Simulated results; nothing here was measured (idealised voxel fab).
process module | voxel ribs on slabs
cross-section cut | 240 nm wide | cells 5 nm
A cross-section is a grid of square cells, given in bands from the top down. A band is one or more rows of cells.
Each band's line starts with the height of the band's top and of its bottom, in nm. Then come its materials from left to right, each with its width in nm. One material with "throughout" fills the band from edge to edge. "air" is empty space.
Height 0 is the level under which the wafer as received is all one material. The lowest band goes on downwards, as in "0 down".
A width such as "30 to 40" changes by the same amount from each row of cells to the next, from the band's top row to its bottom row.
"no change" after a step means that no cell of the cross-section changed.
closed voids: empty space of 8 cells or more with no open way to the top, each as width x height at its distance from the left edge, in nm
after a step's settings: what the simulator itself notes on the step
overlay nm, on a step with a mask: how far to the right of its planned place the mask lay; to the left if negative
plan
1 op RECEIVE | material Si
2 op DIRECTIONAL_DEP | material SiO2 | thk nm 30
3 op DIRECTIONAL_DEP | material SiN | thk nm 20
4 op MASKED_ETCH | tone cover | mask id RIB | width nm 25 | etch materials SiN | depth nm 5 | overlay nm 0
5 op PATTERN | tone cover | mask id SLAB | material resist | width nm 65 | thk nm 20 | overlay nm 0
6 op DIRECTIONAL_ETCH | etch materials SiN | depth nm 15
7 op STRIP | etch materials resist
8 op FILL_DEP | material SiO2 | thk nm 15
9 op CMP | height nm 60
10 op DIRECTIONAL_DEP | material TiN | thk nm 5
11 op DIRECTIONAL_DEP | material aC | thk nm 10
12 op PATTERN | tone cover | mask id HEATER | material resist | width nm 35 | thk nm 25 | overlay nm 0
13 op DIRECTIONAL_ETCH | etch materials aC | depth nm 10
14 op STRIP | etch materials resist
15 op DIRECTIONAL_ETCH | etch materials TiN | depth nm 5
16 op STRIP | etch materials aC
17 op CONFORMAL_DEP | material SiO2 | thk nm 10
as received, after step 1
  0 down: Si throughout
  closed voids: none
a wafer at the end: this start, this plan, one mistake
  75 to 70: air 90 | SiO2 55 | air 95
  70 to 65: SiO2 throughout
  65 to 60: SiO2 100 | TiN 35 | SiO2 105
  60 to 20: SiO2 throughout
  20 to 0: SiN throughout
  0 down: Si throughout
  closed voids: none
what went wrong: steps 2 and 3 were swapped
